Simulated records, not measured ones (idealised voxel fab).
voxel self aligned vias: a process module
Cross-section cut spans 300 nm and uses square cells 5 nm in size.
Cross-section = grid of square cells, listed top down in bands; band = one or more rows.
Read a band's entry like this: the first values are the height of its top and the height of its bottom in nm, and what follows is the sequence of materials from left to right, each with its width in nm. Note that "blank" is empty space, and that a single material marked "edge to edge" reaches across the band from edge to edge.
For the purposes of this specification, 0 denotes the height below which the wafer in its as-received condition is composed wholly of one material, and the lowermost band, lacking a lower limit, extends downward without end, as expressed in "0 nm and below".
Quick explanation for "30->40": the width changes in equal steps down the rows of cells, from the first number in the band's top row to the second number in its bottom row.
"nothing altered" -> step changed no cross-section cell.
"Sealed cavities" specifies each empty space that is not open to the top and that occupies no fewer than 8 cells, using the form width x height at distance, the distance measured from the left edge and all three quantities in nm.
Step line, after settings: the simulator's comment on this step.
What "overlay nm" on a step's line means: if the step has a mask, that mask lay this far to the right of its planned place, or, when the value is negative, to the left.
Below is the list of planned process steps:
1) RECEIVE | material Si
2) CONFORMAL_DEP | material SiO2 | thk nm 10
3) CONFORMAL_DEP | material SiCN | thk nm 5
4) DIRECTIONAL_DEP | material SiO2 | thk nm 25
5) DIRECTIONAL_DEP | material aC | thk nm 15
6) PATTERN | tone open | mask id LINES | material resist | width nm 30 | pitch nm 60 | thk nm 30 | overlay nm 0
7) DIRECTIONAL_ETCH | etch materials aC | depth nm 15
8) STRIP | etch materials resist
9) DIRECTIONAL_ETCH | etch materials SiO2 | depth nm 25
10) STRIP | etch materials aC
11) CONFORMAL_DEP | material TiN | thk nm 5
12) FILL_DEP | material W | thk nm 5
13) CMP | height nm 40
14) SELECTIVE_ETCH | etch materials W Ru TiN | depth nm 10
15) FILL_DEP | material SiN | thk nm 10
16) CMP | height nm 40
17) DIRECTIONAL_DEP | material SiO2 | thk nm 20
18) MASKED_ETCH | tone open | mask id VIAS | width nm 40 | pitch nm 120 | etch materials SiO2 | depth nm 20 | overlay nm 0
19) MASKED_ETCH | tone open | mask id VIAS | width nm 40 | pitch nm 120 | etch materials SiN | depth nm 10 | overlay nm 0
20) CONFORMAL_DEP | material TiN | thk nm 5
21) FILL_DEP | material W | thk nm 5
22) CMP | height nm 60
23) CONFORMAL_DEP | material SiN | thk nm 5
Incoming wafer in cross-section (state: after step 1):
  0 nm and below = Si edge to edge
  Sealed cavities: none
The cross-section shown corresponds to the wafer at the conclusion of the module. The initial structure and the process plan are those presented above; however, one mistake occurred in executing the plan:
  65 nm to 60 nm = SiN edge to edge
  60 nm to 40 nm = 70 nm SiO2, 5 nm TiN, 30 nm W, 5 nm TiN, 80 nm SiO2, 5 nm TiN, 30 nm W, 5 nm TiN, 70 nm SiO2
  40 nm to 35 nm = 70 nm SiN, 5 nm TiN, 30 nm W, 5 nm TiN, 80 nm SiN, 5 nm TiN, 30 nm W, 5 nm TiN, 70 nm SiN
  35 nm to 30 nm = 70 nm SiN, 40 nm TiN, 80 nm SiN, 40 nm TiN, 70 nm SiN
  30 nm to 10 nm = 75 nm SiO2, 5 nm TiN, 20 nm W, 5 nm TiN, 30 nm SiO2, 5 nm TiN, 20 nm W, 5 nm TiN, 30 nm SiO2, 5 nm TiN, 20 nm W, 5 nm TiN, 75 nm SiO2
  10 nm to 5 nm = 75 nm SiO2, 30 nm TiN, 30 nm SiO2, 30 nm TiN, 30 nm SiO2, 30 nm TiN, 75 nm SiO2
  5 nm to 0 nm = SiCN edge to edge
  0 nm and below = Si edge to edge
  Sealed cavities: none
what went wrong: execution of step 2 of the plan did not take place, the step having been omitted
